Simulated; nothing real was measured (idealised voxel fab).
Presented below is a process module, voxel self aligned vias.
Cross-sectional view cut (width: 300 nm; square cell size: 5 nm).
Heads up, the way a cross-section reads in here is a grid of square cells, handed over as bands from the top down, with every band being one or more rows of cells.
Within each band entry, the heights of the top and of the bottom of the band appear first, in that order and in nm; the materials of the band then follow from left to right, each with its corresponding width in nm. The designation "all across" on a single material indicates that it fills the band from edge to edge; the designation "air" indicates empty space.
A quick word on heights: they are counted from 0, and under that level the wafer as it came to us is one material throughout. The lowest band is different from the rest in having no bottom; it simply continues downward, written as in "0 and below".
A width such as "30 to 40" changes by the same amount from each row of cells to the next, from the band's top row to its bottom row.
Step marked "no alterations made"? Then no cell in the cross-section changed in it.
Entry "Voids lacking openings" = empty spaces >= 8 cells with no open way to the top; each as width x height at distance, distance from left edge, all nm.
Note: text after step settings on the step line = simulator remark on that step.
"overlay nm" on a masked step: distance the mask lay right of its planned place, negative for left.

[Below is the list of planned process steps]
1. RECEIVE, material Si
2. CONFORMAL_DEP, material SiO2, thk nm 10
3. CONFORMAL_DEP, material SiCN, thk nm 5
4. DIRECTIONAL_DEP, material lowk, thk nm 20
5. DIRECTIONAL_DEP, material aC, thk nm 10
6. PATTERN, tone open, mask id LINES, material resist, width nm 20, pitch nm 70, thk nm 30, overlay nm 0
7. DIRECTIONAL_ETCH, etch materials aC, depth nm 10
8. STRIP, etch materials resist
9. DIRECTIONAL_ETCH, etch materials lowk, depth nm 20
10. STRIP, etch materials aC
11. CONFORMAL_DEP, material TiN, thk nm 5
12. FILL_DEP, material W, thk nm 10
13. CMP, height nm 35
14. SELECTIVE_ETCH, etch materials W Ru TiN, depth nm 5
15. FILL_DEP, material SiN, thk nm 5
16. CMP, height nm 35
17. DIRECTIONAL_DEP, material lowk, thk nm 20
18. PATTERN, tone open, mask id VIAS, material resist, width nm 40, thk nm 20, overlay nm 0
19. DIRECTIONAL_ETCH, etch materials lowk, depth nm 20
20. DIRECTIONAL_ETCH, etch materials SiN, depth nm 5
21. STRIP, etch materials resist
22. CONFORMAL_DEP, material TiN, thk nm 5
23. FILL_DEP, material W, thk nm 10
24. CMP, height nm 55
25. CONFORMAL_DEP, material SiN, thk nm 5

[First of two wafers - as planned]

[Incoming wafer, cross-sectional view, post step 1]
	0 and below | Si all across
	Voids lacking openings: none

[Sectional view: wafer, after step 2]
	10 down to 0 | SiO2 all across
	Note: structure below 0 unchanged.

[Sectional view: wafer, after step 3]
	15 down to 10 | SiCN all across
	Note: structure below 10 unchanged.

[Sectional view: wafer, after step 4]
	35 down to 15 | lowk all across
	Note: structure below 15 unchanged.

[Sectional view: wafer, after step 5]
	45 down to 35 | aC all across
	Note: structure below 35 unchanged.

[Sectional view: wafer, after step 6]
	75 down to 45 | resist (105); air (20); resist (50); air (20); resist (105)
	Note: structure below 45 unchanged.

[Sectional view: wafer, after step 7]
	65 down to 45 | resist (105); air (20); resist (50); air (20); resist (105)
	45 down to 35 | aC (105); air (20); aC (50); air (20); aC (105)
	Note: structure below 35 unchanged.

[Sectional view: wafer, after step 8]
	45 down to 35 | aC (105); air (20); aC (50); air (20); aC (105)
	Note: structure below 35 unchanged.

[Sectional view: wafer, after step 9]
	45 down to 35 | aC (105); air (20); aC (50); air (20); aC (105)
	35 down to 15 | lowk (105); air (20); lowk (50); air (20); lowk (105)
	Note: structure below 15 unchanged.

[Sectional view: wafer, after step 10]
	35 down to 15 | lowk (105); air (20); lowk (50); air (20); lowk (105)
	Note: structure below 15 unchanged.

[Sectional view: wafer, after step 11]
	40 down to 35 | TiN (110); air (10); TiN (60); air (10); TiN (110)
	35 down to 20 | lowk (105); TiN (5); air (10); TiN (5); lowk (50); TiN (5); air (10); TiN (5); lowk (105)
	20 down to 15 | lowk (105); TiN (20); lowk (50); TiN (20); lowk (105)
	Note: structure below 15 unchanged.

[Sectional view: wafer, after step 12]
	50 down to 40 | W all across
	40 down to 35 | TiN (110); W (10); TiN (60); W (10); TiN (110)
	35 down to 20 | lowk (105); TiN (5); W (10); TiN (5); lowk (50); TiN (5); W (10); TiN (5); lowk (105)
	Note: structure below 20 unchanged.

[Sectional view: wafer, after step 13]
	35 down to 20 | lowk (105); TiN (5); W (10); TiN (5); lowk (50); TiN (5); W (10); TiN (5); lowk (105)
	Note: structure below 20 unchanged.

[Sectional view: wafer, after step 14]
	35 down to 30 | lowk (105); air (20); lowk (50); air (20); lowk (105)
	Note: structure below 30 unchanged.

[Sectional view: wafer, after step 15]
	40 down to 35 | SiN all across
	35 down to 30 | lowk (105); SiN (20); lowk (50); SiN (20); lowk (105)
	Note: structure below 30 unchanged.

[Sectional view: wafer, after step 16]
	35 down to 30 | lowk (105); SiN (20); lowk (50); SiN (20); lowk (105)
	Note: structure below 30 unchanged.

[Sectional view: wafer, after step 17]
	55 down to 35 | lowk all across
	Note: structure below 35 unchanged.

[Sectional view: wafer, after step 18]
	75 down to 55 | resist (95); air (40); resist (165)
	Note: structure below 55 unchanged.

[Sectional view: wafer, after step 19]
	75 down to 55 | resist (95); air (40); resist (165)
	55 down to 35 | lowk (95); air (40); lowk (165)
	Note: structure below 35 unchanged.

[Sectional view: wafer, after step 20]
	75 down to 55 | resist (95); air (40); resist (165)
	55 down to 35 | lowk (95); air (40); lowk (165)
	35 down to 30 | lowk (105); air (20); lowk (50); SiN (20); lowk (105)
	Note: structure below 30 unchanged.

[Sectional view: wafer, after step 21]
	55 down to 35 | lowk (95); air (40); lowk (165)
	Note: structure below 35 unchanged.

[Sectional view: wafer, after step 22]
	60 down to 55 | TiN (100); air (30); TiN (170)
	55 down to 40 | lowk (95); TiN (5); air (30); TiN (5); lowk (165)
	40 down to 35 | lowk (95); TiN (15); air (10); TiN (15); lowk (165)
	35 down to 30 | lowk (105); TiN (20); lowk (50); SiN (20); lowk (105)
	Note: structure below 30 unchanged.

[Sectional view: wafer, after step 23]
	70 down to 60 | W all across
	60 down to 55 | TiN (100); W (30); TiN (170)
	55 down to 40 | lowk (95); TiN (5); W (30); TiN (5); lowk (165)
	40 down to 35 | lowk (95); TiN (15); W (10); TiN (15); lowk (165)
	Note: structure below 35 unchanged.

[Sectional view: wafer, after step 24]
	55 down to 40 | lowk (95); TiN (5); W (30); TiN (5); lowk (165)
	Note: structure below 40 unchanged.

[Sectional view: wafer, after step 25]
	60 down to 55 | SiN all across
	Note: structure below 55 unchanged.

[Now the other wafer: same start, same recipe, but we messed up one thing when running it. Up to and including step 2 it's the same as the first one]

[Second wafer: cross-section at the scheduled end of step 3]
	30 down to 10 | lowk all across
	Note: structure below 10 unchanged.

[Second wafer: cross-section at the scheduled end of step 4]
	35 down to 30 | SiCN all across
	Note: structure below 30 unchanged.

[Second wafer: cross-section at the scheduled end of step 5]
	45 down to 35 | aC all across
	Note: structure below 35 unchanged.

[Second wafer: cross-section at the scheduled end of step 6]
	75 down to 45 | resist (105); air (20); resist (50); air (20); resist (105)
	Note: structure below 45 unchanged.

[Second wafer: cross-section at the scheduled end of step 7]
	65 down to 45 | resist (105); air (20); resist (50); air (20); resist (105)
	45 down to 35 | aC (105); air (20); aC (50); air (20); aC (105)
	Note: structure below 35 unchanged.

[Second wafer: cross-section at the scheduled end of step 8]
	45 down to 35 | aC (105); air (20); aC (50); air (20); aC (105)
	Note: structure below 35 unchanged.

Second wafer: cross-section at the scheduled end of step 9: no alterations made

[Second wafer: cross-section at the scheduled end of step 10]
	35 down to 30 | SiCN all across
	Note: structure below 30 unchanged.

[Second wafer: cross-section at the scheduled end of step 11]
	40 down to 35 | TiN all across
	Note: structure below 35 unchanged.

[Second wafer: cross-section at the scheduled end of step 12]
	50 down to 40 | W all across
	Note: structure below 40 unchanged.

[Second wafer: cross-section at the scheduled end of step 13]
	35 down to 30 | SiCN all across
	Note: structure below 30 unchanged.

Second wafer: cross-section at the scheduled end of step 14: no alterations made

[Second wafer: cross-section at the scheduled end of step 15]
	40 down to 35 | SiN all across
	Note: structure below 35 unchanged.

[Second wafer: cross-section at the scheduled end of step 16]
	35 down to 30 | SiCN all across
	Note: structure below 30 unchanged.

[Second wafer: cross-section at the scheduled end of step 17]
	55 down to 35 | lowk all across
	Note: structure below 35 unchanged.

[Second wafer: cross-section at the scheduled end of step 18]
	75 down to 55 | resist (95); air (40); resist (165)
	Note: structure below 55 unchanged.

[Second wafer: cross-section at the scheduled end of step 19]
	75 down to 55 | resist (95); air (40); resist (165)
	55 down to 35 | lowk (95); air (40); lowk (165)
	Note: structure below 35 unchanged.

Second wafer: cross-section at the scheduled end of step 20: no alterations made

[Second wafer: cross-section at the scheduled end of step 21]
	55 down to 35 | lowk (95); air (40); lowk (165)
	Note: structure below 35 unchanged.

[Second wafer: cross-section at the scheduled end of step 22]
	60 down to 55 | TiN (100); air (30); TiN (170)
	55 down to 40 | lowk (95); TiN (5); air (30); TiN (5); lowk (165)
	40 down to 35 | lowk (95); TiN (40); lowk (165)
	Note: structure below 35 unchanged.

[Second wafer: cross-section at the scheduled end of step 23]
	70 down to 60 | W all across
	60 down to 55 | TiN (100); W (30); TiN (170)
	55 down to 40 | lowk (95); TiN (5); W (30); TiN (5); lowk (165)
	Note: structure below 40 unchanged.

[Second wafer: cross-section at the scheduled end of step 24]
	55 down to 40 | lowk (95); TiN (5); W (30); TiN (5); lowk (165)
	Note: structure below 40 unchanged.

[Second wafer: cross-section at the scheduled end of step 25]
	60 down to 55 | SiN all across
	Note: structure below 55 unchanged.
It is concluded that the wafer was processed incorrectly with respect to the plan, in that the intended sequence of steps 3 and 4 was reversed during processing, with each occupying the position of the other
Once processing is complete, comparing cell counts shows that the second wafer has more or fewer of certain materials than the first: SiN -4; TiN -18; W -10; lowk +32
